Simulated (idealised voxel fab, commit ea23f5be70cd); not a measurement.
The document below concerns the process module designated voxel capacitor over wiring.
cross-section cut | 190 nm wide | cells 5 nm
When this document writes out a cross-section, it uses a grid of square cells and lists it as bands, beginning at the top and moving down, with a band standing for one or more rows of cells. Top height, bottom height, nm. Materials left to right, width each, nm. Single material + "everywhere" = fills band edge to edge. "blank" = empty. Height 0 is the level under which the wafer as received is all one material. The lowest band goes on downwards, as in "0 down". Graded width ("30 to 40"): value in top row of band = first number; value in bottom row = second number; row-to-row change constant. You'll sometimes find "no change occurred" written for a step, and that's the way of saying that nowhere in the cross-section did a cell change during that step. Basically, "Enclosed void catalog" tells you about the enclosed voids: empty spaces with no open way to the top, 8 cells or bigger, each written width x height at distance, where distance is from the left edge, all in nm. If you see something after the settings on a step's line, that's the simulator's own remark about that step. The optional step-line setting "overlay nm" applies to steps with a mask and quantifies how far to the right of its planned location the mask lay, a negative value indicating leftward placement.

[The steps planned for the process are as follows]
- 1: RECEIVE (material Si)
- 2: CONFORMAL_DEP (material SiO2; thk nm 15)
- 3: DIRECTIONAL_DEP (material TiN; thk nm 5)
- 4: DIRECTIONAL_DEP (material Ru; thk nm 15)
- 5: PATTERN (tone cover; mask id METAL_1; material resist; width nm 30; pitch nm 95; thk nm 20; overlay nm 0)
- 6: DIRECTIONAL_ETCH (etch materials Ru; depth nm 15)
- 7: DIRECTIONAL_ETCH (etch materials TiN; depth nm 5)
- 8: STRIP (etch materials resist)
- 9: FILL_DEP (material lowk; thk nm 5)
- 10: CMP (height nm 35)
- 11: CONFORMAL_DEP (material SiCN; thk nm 5)
- 12: DIRECTIONAL_DEP (material SiO2; thk nm 20)
- 13: DIRECTIONAL_DEP (material aC; thk nm 10)
- 14: PATTERN (tone open; mask id PLUG_1; material resist; width nm 15; thk nm 25; overlay nm 0)
- 15: DIRECTIONAL_ETCH (etch materials aC; depth nm 10)
- 16: STRIP (etch materials resist)
- 17: DIRECTIONAL_ETCH (etch materials SiO2; depth nm 20)
- 18: DIRECTIONAL_ETCH (etch materials SiCN; depth nm 5)
- 19: STRIP (etch materials aC)
- 20: EPI (material Ru; thk nm 10)
- 21: EPI (material Ru; thk nm 10)
- 22: EPI (material Ru; thk nm 5)
- 23: DIRECTIONAL_DEP (material TiN; thk nm 5)
- 24: DIRECTIONAL_DEP (material Al2O3; thk nm 5)
- 25: DIRECTIONAL_DEP (material TiN; thk nm 10)
- 26: DIRECTIONAL_DEP (material aC; thk nm 10)
- 27: PATTERN (tone cover; mask id UPPER_PLATE; material resist; width nm 70; thk nm 25; overlay nm 0)
- 28: DIRECTIONAL_ETCH (etch materials aC; depth nm 10)
- 29: STRIP (etch materials resist)
- 30: DIRECTIONAL_ETCH (etch materials TiN; depth nm 10)
- 31: DIRECTIONAL_ETCH (etch materials Al2O3; depth nm 5)
- 32: STRIP (etch materials aC)
- 33: DIRECTIONAL_DEP (material aC; thk nm 15)
- 34: PATTERN (tone cover; mask id LOWER_PLATE; material resist; width nm 80; thk nm 35; overlay nm 0)
- 35: DIRECTIONAL_ETCH (etch materials aC; depth nm 15)
- 36: STRIP (etch materials resist)
- 37: DIRECTIONAL_ETCH (etch materials TiN; depth nm 5)
- 38: STRIP (etch materials aC)
- 39: FILL_DEP (material SiO2; thk nm 15)
- 40: CMP (height nm 90)
- 41: MASKED_ETCH (tone open; mask id PLUG_2; width nm 15; etch materials SiO2; depth nm 10; overlay nm 0)
- 42: CONFORMAL_DEP (material TiN; thk nm 5)
- 43: FILL_DEP (material W; thk nm 10)
- 44: CMP (height nm 90)
- 45: CONFORMAL_DEP (material SiCN; thk nm 5)

[Cross-section of the wafer as it came to us, i.e., already through step 1]
    0 down: Si everywhere
    Enclosed void catalog: none

[Final cross-section, module run with one mistake (start and plan as above)]
    95 to 90: SiCN everywhere
    90 to 85: SiO2=55; TiN=5; Al2O3=55; SiO2=75
    85 to 80: SiO2=40; TiN=5; SiO2=10; TiN=65; SiO2=70
    80 to 70: SiO2=45; TiN=15; SiO2=130
    70 to 65: SiO2=45; Al2O3=15; SiO2=130
    65 to 60: SiO2=45; TiN=15; SiO2=130
    60 to 40: SiO2 everywhere
    40 to 35: SiCN everywhere
    35 to 20: lowk=30; Ru=30; lowk=65; Ru=30; lowk=35
    20 to 15: lowk=30; TiN=30; lowk=65; TiN=30; lowk=35
    15 to 0: SiO2 everywhere
    0 down: Si everywhere
    Enclosed void catalog: none
Deviation noted in wafer processing: the plan had its step 12 run twice
